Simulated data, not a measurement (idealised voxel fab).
Process module heading - voxel double patterning
The cross-section shown here is cut; it is 280 nm wide and divided into square cells measuring 5 nm on a side.
Cross-sections here: square-cell grids, written as top-down lists of bands, a band being one or more rows of cells.
This entry defines a band. It first specifies the height of the band's top and the height of its bottom in nm, and then specifies the band's materials from left to right, stating each material with its width in nm. The word "throughout" identifies a single material that fills the band from edge to edge, while the word "air" identifies empty space.
Height is counted from the level 0, under which the received wafer is composed throughout of one material. The lowest of the bands is not closed at the bottom but continues downward, in the notation "0 and below".
A width such as "30..40" changes by the same amount from each row of cells to the next, from the band's top row to its bottom row.
Given "nothing got changed" for a step, no cell of the cross-section differs between before and after that step.
The label "Sealed cavities" introduces a list of the empty spaces, 8 cells or larger, that have no open way up to the top; each entry in it reads width x height at distance, where the distance is taken from the left edge and all three are stated in nm.
If you see something after the settings on a step's line, that's the simulator's own remark about that step.
When a step includes a mask, the "overlay nm" setting on its line states how far to the right of its planned place that mask lay, and negative values state how far to the left.

[The process steps that were planned are listed below]
1: RECEIVE, material Si
2: CONFORMAL_DEP, material SiO2, thk nm 5
3: DIRECTIONAL_DEP, material W, thk nm 10
4: DIRECTIONAL_DEP, material SiN, thk nm 10
5: MASKED_ETCH, tone open, mask id FIRST, width nm 15, pitch nm 50, etch materials SiN, depth nm 10, overlay nm 0
6: PATTERN, tone open, mask id SECOND, material resist, width nm 15, pitch nm 50, thk nm 15, overlay nm 0
7: DIRECTIONAL_ETCH, etch materials SiN, depth nm 10
8: STRIP, etch materials resist
9: DIRECTIONAL_ETCH, etch materials W, depth nm 10
10: STRIP, etch materials SiN

[This is the cross-section of the wafer as we received it, i.e. after step 1]
    0 and below  Si throughout
    Sealed cavities: none

[a wafer at the end: this start, this plan, one mistake]
    25 down to 15  80 nm W | 15 nm air | 10 nm W | 15 nm air | 10 nm W | 15 nm air | 10 nm W | 15 nm air | 10 nm W | 15 nm air | 85 nm W
    15 down to 0  SiO2 throughout
    0 and below  Si throughout
    Sealed cavities: none
So what did we get wrong on this run? step 2 did not happen as planned, as run it was CONFORMAL_DEP, material SiO2, thk nm 15
